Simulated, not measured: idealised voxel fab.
The name of this process module is voxel self aligned vias.
Pictured: cross-section cut, 145 nm wide, on a grid of 5 nm square cells.
When this document writes out a cross-section, it uses a grid of square cells and lists it as bands, beginning at the top and moving down, with a band standing for one or more rows of cells. The band entry comprises the height of the band's top followed by the height of its bottom, expressed in nm, and subsequently the band's materials from left to right, each stated together with its width in nm. Where a single material is marked with the word "edge to edge", that material fills the band from edge to edge. The word "blank" represents empty space. Note: height 0 marks the level under which the wafer is uniformly one material as received. Lowest band unbounded below, written "z 0 and below". When a width is written as two numbers, as in "30->40", the first number is the width in the top row of cells of the band and the second is the width in its bottom row, and the width changes by the same amount from each row to the next. Where a step carries "nothing got changed", the cross-section came out of it unchanged, cell for cell. The entry "Enclosed void catalog" lists the empty spaces that cover at least 8 cells and have no open path to the top. Each is written as width x height at distance, where the distance is measured from the left edge and all three values are in nm. Formally, on a step line, whatever follows the settings is a remark that the simulator itself makes on the step. overlay nm: step with mask; distance mask lay right of planned place; negative value = left of planned place.

PROCESS STEPS (PLANNED)
1) RECEIVE: material Si
2) CONFORMAL_DEP: material SiO2, thk nm 15
3) CONFORMAL_DEP: material SiCN, thk nm 5
4) DIRECTIONAL_DEP: material SiO2, thk nm 20
5) PATTERN: tone open, mask id LINES, material resist, width nm 20, pitch nm 50, thk nm 20, overlay nm 0
6) DIRECTIONAL_ETCH: etch materials SiO2, depth nm 20
7) STRIP: etch materials resist
8) CONFORMAL_DEP: material TiN, thk nm 5
9) FILL_DEP: material Ru, thk nm 10
10) CMP: height nm 40
11) SELECTIVE_ETCH: etch materials W Ru TiN, depth nm 5
12) FILL_DEP: material SiN, thk nm 5
13) CMP: height nm 30
14) DIRECTIONAL_DEP: material SiO2, thk nm 15
15) PATTERN: tone open, mask id VIAS, material resist, width nm 30, pitch nm 50, thk nm 20, overlay nm 0
16) DIRECTIONAL_ETCH: etch materials SiO2, depth nm 15
17) DIRECTIONAL_ETCH: etch materials SiN, depth nm 5
18) STRIP: etch materials resist
19) CONFORMAL_DEP: material TiN, thk nm 5
20) FILL_DEP: material W, thk nm 10
21) CMP: height nm 55
22) CONFORMAL_DEP: material SiCN, thk nm 5
For clarity, it should be stated that the wafers under discussion commence in an identical condition and differ with respect to the height nm of step 13, the plan indicating the value that the first wafer had.

CROSS-SECTION OF THE FIRST INCOMING WAFER OF SEVERAL, STATE AFTER STEP 1
	z 0 and below  Si edge to edge
	Enclosed void catalog: none

FIRST OF SEVERAL WAFERS, SECTIONED AT END OF MODULE (LAST STEP: STEP 22)
	z 60 to 55  SiCN edge to edge
	z 55 to 50  W edge to edge
	z 50 to 45  TiN=35, then W=20, then TiN=30, then W=20, then TiN=40
	z 45 to 35  SiO2=30, then TiN=5, then W=20, then TiN=5, then SiO2=20, then TiN=5, then W=20, then TiN=5, then SiO2=35
	z 35 to 30  SiO2=30, then TiN=30, then SiO2=20, then TiN=30, then SiO2=35
	z 30 to 25  SiO2=35, then TiN=5, then Ru=10, then TiN=5, then SiO2=30, then TiN=5, then Ru=10, then TiN=5, then SiO2=40
	z 25 to 20  SiO2=35, then TiN=20, then SiO2=30, then TiN=20, then SiO2=40
	z 20 to 15  SiCN edge to edge
	z 15 to 0  SiO2 edge to edge
	z 0 and below  Si edge to edge
	Enclosed void catalog: none

LAST-WAFER CROSS-SECTION AT THE END OF THE MODULE
	z 60 to 55  SiCN edge to edge
	z 55 to 45  SiO2=30, then TiN=5, then W=20, then TiN=5, then SiO2=20, then TiN=5, then W=20, then TiN=5, then SiO2=35
	z 45 to 40  SiN=30, then TiN=30, then SiN=20, then TiN=30, then SiN=35
	z 40 to 35  SiO2=35, then SiN=20, then SiO2=30, then SiN=20, then SiO2=40
	z 35 to 25  SiO2=35, then TiN=5, then Ru=10, then TiN=5, then SiO2=30, then TiN=5, then Ru=10, then TiN=5, then SiO2=40
	z 25 to 20  SiO2=35, then TiN=20, then SiO2=30, then TiN=20, then SiO2=40
	z 20 to 15  SiCN edge to edge
	z 15 to 0  SiO2 edge to edge
	z 0 and below  Si edge to edge
	Enclosed void catalog: none

PER WAFER, END OF MODULE: CELLS GAINED (+) OR LOST (-) PER MATERIAL SINCE RECEIPT, THEN CLOSED VOIDS
height nm 30; +4 Ru; +58 SiCN; +180 SiO2; +53 TiN; +53 W; Enclosed void catalog: none
height nm 35; +8 Ru; +58 SiCN; +201 SiO2; +57 TiN; +24 W; Enclosed void catalog: none
height nm 40; +8 Ru; +58 SiCN; +222 SiO2; +40 TiN; +20 W; Enclosed void catalog: none
height nm 45; +8 Ru; +58 SiCN; +25 SiN; +205 SiO2; +36 TiN; +16 W; Enclosed void catalog: none
